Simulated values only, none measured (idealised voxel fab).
This is a process module. Its name is voxel ribs on slabs.
In the cross-section labelled cut, the width is 280 nm and each square cell is 5 nm.
Think of the cross-section as a grid of square cells. We describe it in bands, top to bottom, and each band covers one or more rows of those cells. Basically the band line says how high the top is and how high the bottom is, in nm, and then what's in it from left to right, every material with its width in nm. Empty space shows up as "air", and if a single material carries "all across" it runs the full band edge to edge. Heights from 0 (as-received wafer is one material below). Bottom band endless downward, as "from 0 down". Read "30..40" as a graded width: first number on top, second number at the bottom, same change between each pair of neighbouring rows. Key: "remained unchanged" - step with no changed cell in the cross-section. If an empty space has no open way to the top and is at least 8 cells in size, "Closed voids list" lists it, written width x height at distance, where distance is measured from the left edge and every value is in nm. Formally, on a step line, whatever follows the settings is a remark that the simulator itself makes on the step. You can add "overlay nm" to a step's line. For a step with a mask, it describes how far the mask lay to the right of its planned position, and a negative number describes a lay to the left.
Plan
1,op RECEIVE | material Si
2,op DIRECTIONAL_DEP | material SiO2 | thk nm 20
3,op DIRECTIONAL_DEP | material SiN | thk nm 15
4,op PATTERN | tone cover | mask id RIB | material resist | width nm 15 | thk nm 15 | overlay nm 0
5,op DIRECTIONAL_ETCH | etch materials SiN | depth nm 5
6,op STRIP | etch materials resist
7,op DIRECTIONAL_DEP | material aC | thk nm 10
8,op PATTERN | tone cover | mask id SLAB | material resist | width nm 65 | thk nm 25 | overlay nm 0
9,op DIRECTIONAL_ETCH | etch materials aC | depth nm 10
10,op STRIP | etch materials resist
11,op DIRECTIONAL_ETCH | etch materials SiN | depth nm 10
12,op STRIP | etch materials aC
13,op FILL_DEP | material SiO2 | thk nm 15
14,op CMP | height nm 45
15,op DIRECTIONAL_DEP | material W | thk nm 5
16,op PATTERN | tone cover | mask id HEATER | material resist | width nm 25 | thk nm 20 | overlay nm 0
17,op DIRECTIONAL_ETCH | etch materials W | depth nm 5
18,op STRIP | etch materials resist
19,op CONFORMAL_DEP | material SiO2 | thk nm 5
Concerning the first of two wafers, which was run in accordance with the plan
As received, after step 1
	from 0 down | Si all across
	Closed voids list: none
Upon completion of step 2, the wafer appears in cross-section as shown
	from 20 to 0 | SiO2 all across
	Below a height of 0, the structure has not been altered.
Upon completion of step 3, the wafer appears in cross-section as shown
	from 35 to 20 | SiN all across
	Below a height of 20, the structure has not been altered.
Upon completion of step 4, the wafer appears in cross-section as shown
	from 50 to 35 | 130 nm air | 15 nm resist | 135 nm air
	Below a height of 35, the structure has not been altered.
Upon completion of step 5, the wafer appears in cross-section as shown
	from 50 to 35 | 130 nm air | 15 nm resist | 135 nm air
	from 35 to 30 | 130 nm air | 15 nm SiN | 135 nm air
	Below a height of 30, the structure has not been altered.
Upon completion of step 6, the wafer appears in cross-section as shown
	from 35 to 30 | 130 nm air | 15 nm SiN | 135 nm air
	Below a height of 30, the structure has not been altered.
Upon completion of step 7, the wafer appears in cross-section as shown
	from 45 to 40 | 130 nm air | 15 nm aC | 135 nm air
	from 40 to 35 | aC all across
	from 35 to 30 | 130 nm aC | 15 nm SiN | 135 nm aC
	Below a height of 30, the structure has not been altered.
Upon completion of step 8, the wafer appears in cross-section as shown
	from 70 to 45 | 105 nm air | 65 nm resist | 110 nm air
	from 45 to 40 | 105 nm air | 25 nm resist | 15 nm aC | 25 nm resist | 110 nm air
	Below a height of 40, the structure has not been altered.
Upon completion of step 9, the wafer appears in cross-section as shown
	from 60 to 45 | 105 nm air | 65 nm resist | 110 nm air
	from 45 to 40 | 105 nm air | 25 nm resist | 15 nm aC | 25 nm resist | 110 nm air
	from 40 to 35 | 105 nm air | 65 nm aC | 110 nm air
	from 35 to 30 | 105 nm air | 25 nm aC | 15 nm SiN | 25 nm aC | 110 nm air
	Below a height of 30, the structure has not been altered.
Upon completion of step 10, the wafer appears in cross-section as shown
	from 45 to 35 | 130..105 nm air | 15..65 nm aC | 135..110 nm air
	Below a height of 35, the structure has not been altered.
Upon completion of step 11, the wafer appears in cross-section as shown
	from 45 to 35 | 130..105 nm air | 15..65 nm aC | 135..110 nm air
	from 35 to 30 | 105 nm air | 25 nm aC | 15 nm SiN | 25 nm aC | 110 nm air
	from 30 to 20 | 105 nm air | 65 nm SiN | 110 nm air
	Below a height of 20, the structure has not been altered.
Upon completion of step 12, the wafer appears in cross-section as shown
	from 35 to 30 | 130 nm air | 15 nm SiN | 135 nm air
	Below a height of 30, the structure has not been altered.
Upon completion of step 13, the wafer appears in cross-section as shown
	from 50 to 35 | SiO2 all across
	from 35 to 30 | 130 nm SiO2 | 15 nm SiN | 135 nm SiO2
	from 30 to 20 | 105 nm SiO2 | 65 nm SiN | 110 nm SiO2
	Below a height of 20, the structure has not been altered.
Upon completion of step 14, the wafer appears in cross-section as shown
	from 45 to 35 | SiO2 all across
	Below a height of 35, the structure has not been altered.
Upon completion of step 15, the wafer appears in cross-section as shown
	from 50 to 45 | W all across
	Below a height of 45, the structure has not been altered.
Upon completion of step 16, the wafer appears in cross-section as shown
	from 70 to 50 | 125 nm air | 25 nm resist | 130 nm air
	Below a height of 50, the structure has not been altered.
Upon completion of step 17, the wafer appears in cross-section as shown
	from 70 to 50 | 125 nm air | 25 nm resist | 130 nm air
	from 50 to 45 | 125 nm air | 25 nm W | 130 nm air
	Below a height of 45, the structure has not been altered.
Upon completion of step 18, the wafer appears in cross-section as shown
	from 50 to 45 | 125 nm air | 25 nm W | 130 nm air
	Below a height of 45, the structure has not been altered.
Upon completion of step 19, the wafer appears in cross-section as shown
	from 55 to 50 | 120 nm air | 35 nm SiO2 | 125 nm air
	from 50 to 45 | 125 nm SiO2 | 25 nm W | 130 nm SiO2
	Below a height of 45, the structure has not been altered.
The remaining wafer, second of the two, started like the first and was run to the same plan, except that one mistake was made along the way; the two coincide through step 1, inclusive
Second wafer, sectioned view, at step 2's planned end time
	from 15 to 0 | SiO2 all across
	Below a height of 0, the structure has not been altered.
Second wafer, sectioned view, at step 3's planned end time
	from 30 to 15 | SiN all across
	Below a height of 15, the structure has not been altered.
Second wafer, sectioned view, at step 4's planned end time
	from 45 to 30 | 130 nm air | 15 nm resist | 135 nm air
	Below a height of 30, the structure has not been altered.
Second wafer, sectioned view, at step 5's planned end time
	from 45 to 30 | 130 nm air | 15 nm resist | 135 nm air
	from 30 to 25 | 130 nm air | 15 nm SiN | 135 nm air
	Below a height of 25, the structure has not been altered.
Second wafer, sectioned view, at step 6's planned end time
	from 30 to 25 | 130 nm air | 15 nm SiN | 135 nm air
	Below a height of 25, the structure has not been altered.
Second wafer, sectioned view, at step 7's planned end time
	from 40 to 35 | 130 nm air | 15 nm aC | 135 nm air
	from 35 to 30 | aC all across
	from 30 to 25 | 130 nm aC | 15 nm SiN | 135 nm aC
	Below a height of 25, the structure has not been altered.
Second wafer, sectioned view, at step 8's planned end time
	from 65 to 40 | 105 nm air | 65 nm resist | 110 nm air
	from 40 to 35 | 105 nm air | 25 nm resist | 15 nm aC | 25 nm resist | 110 nm air
	Below a height of 35, the structure has not been altered.
Second wafer, sectioned view, at step 9's planned end time
	from 55 to 40 | 105 nm air | 65 nm resist | 110 nm air
	from 40 to 35 | 105 nm air | 25 nm resist | 15 nm aC | 25 nm resist | 110 nm air
	from 35 to 30 | 105 nm air | 65 nm aC | 110 nm air
	from 30 to 25 | 105 nm air | 25 nm aC | 15 nm SiN | 25 nm aC | 110 nm air
	Below a height of 25, the structure has not been altered.
Second wafer, sectioned view, at step 10's planned end time
	from 40 to 30 | 130..105 nm air | 15..65 nm aC | 135..110 nm air
	Below a height of 30, the structure has not been altered.
Second wafer, sectioned view, at step 11's planned end time
	from 40 to 30 | 130..105 nm air | 15..65 nm aC | 135..110 nm air
	from 30 to 25 | 105 nm air | 25 nm aC | 15 nm SiN | 25 nm aC | 110 nm air
	from 25 to 15 | 105 nm air | 65 nm SiN | 110 nm air
	Below a height of 15, the structure has not been altered.
Second wafer, sectioned view, at step 12's planned end time
	from 30 to 25 | 130 nm air | 15 nm SiN | 135 nm air
	Below a height of 25, the structure has not been altered.
Second wafer, sectioned view, at step 13's planned end time
	from 45 to 30 | SiO2 all across
	from 30 to 25 | 130 nm SiO2 | 15 nm SiN | 135 nm SiO2
	from 25 to 15 | 105 nm SiO2 | 65 nm SiN | 110 nm SiO2
	Below a height of 15, the structure has not been altered.
Second wafer, sectioned view, at step 14's planned end time: remained unchanged
Second wafer, sectioned view, at step 15's planned end time
	from 50 to 45 | W all across
	Below a height of 45, the structure has not been altered.
Second wafer, sectioned view, at step 16's planned end time
	from 70 to 50 | 125 nm air | 25 nm resist | 130 nm air
	Below a height of 50, the structure has not been altered.
Second wafer, sectioned view, at step 17's planned end time
	from 70 to 50 | 125 nm air | 25 nm resist | 130 nm air
	from 50 to 45 | 125 nm air | 25 nm W | 130 nm air
	Below a height of 45, the structure has not been altered.
Second wafer, sectioned view, at step 18's planned end time
	from 50 to 45 | 125 nm air | 25 nm W | 130 nm air
	Below a height of 45, the structure has not been altered.
Second wafer, sectioned view, at step 19's planned end time
	from 55 to 50 | 120 nm air | 35 nm SiO2 | 125 nm air
	from 50 to 45 | 125 nm SiO2 | 25 nm W | 130 nm SiO2
	Below a height of 45, the structure has not been altered.
In executing the process, a mistake was made relative to the plan: step 2 ran as: op DIRECTIONAL_DEP | material SiO2 | thk nm 15
At the close, every material occupies the same number of cells on the second wafer as on the first, only in different positions.
